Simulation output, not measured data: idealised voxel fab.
Process module under the name voxel released beams
Cross-sectional view cut (width: 250 nm; square cell size: 5 nm).
Format of a cross-section: grid, square cells. Given as bands. Order: top down. Band: one or more rows of cells.
Heads up on the band format: heights come first, top then bottom, in nm. After that it's the materials left to right, each with its width in nm. A single material flagged "edge to edge" fills the whole band edge to edge, and "air" means there's empty space there.
Height is counted from the level 0, under which the received wafer is composed throughout of one material. The lowest of the bands is not closed at the bottom but continues downward, in the notation "0 nm and below".
The width entry "30->40" should be interpreted row by row: the top row of cells in the band takes the first number, the bottom row takes the second number, and the change between adjacent rows is uniform throughout.
Key: "nothing altered" - step with no changed cell in the cross-section.
Entry "Enclosed void listing" = empty spaces >= 8 cells with no open way to the top; each as width x height at distance, distance from left edge, all nm.
Read whatever lies past the settings on a step's line as the simulator's own remark about the step.
overlay nm: right-of-plan distance of the mask on a masked step; negative values mean left-of-plan.

Planned step list for the process
1: RECEIVE: material Si
2: CONFORMAL_DEP: material Al2O3, thk nm 5
3: DIRECTIONAL_DEP: material SiO2, thk nm 20
4: PATTERN: tone open, mask id ANCHOR, material resist, width nm 45, thk nm 15, overlay nm 0
5: DIRECTIONAL_ETCH: etch materials SiO2, depth nm 20
6: STRIP: etch materials resist
7: CONFORMAL_DEP: material SiN, thk nm 15
8: DIRECTIONAL_DEP: material aC, thk nm 10
9: PATTERN: tone cover, mask id BEAM, material resist, width nm 105, thk nm 30, overlay nm -15
10: DIRECTIONAL_ETCH: etch materials aC, depth nm 10
11: STRIP: etch materials resist
12: DIRECTIONAL_ETCH: etch materials SiN, depth nm 15
13: STRIP: etch materials aC
14: STRIP: etch materials SiO2
What sets these wafers apart? The overlay nm at step 9. They all start alike, and the plan carries the first wafer's value.

This is how the first of several wafers looked in cross-section when it arrived, which is after step 1
0 nm and below  Si edge to edge
Enclosed void listing: none

Here is how to read the rows: every wafer has a row, and it shows the wafer at the end of the module, giving for each material how many cells were gained (+) or lost (-) since the wafer was received, then listing its closed voids
overlay nm -15, +50 Al2O3, +87 SiN, Enclosed void listing: none
overlay nm -10, +50 Al2O3, +87 SiN, Enclosed void listing: none
overlay nm -5, +50 Al2O3, +87 SiN, Enclosed void listing: none
overlay nm 0, +50 Al2O3, +87 SiN, Enclosed void listing: none
overlay nm 5, +50 Al2O3, +87 SiN, Enclosed void listing: none
overlay nm 10, +50 Al2O3, +87 SiN, Enclosed void listing: none
overlay nm 15, +50 Al2O3, +87 SiN, Enclosed void listing: none
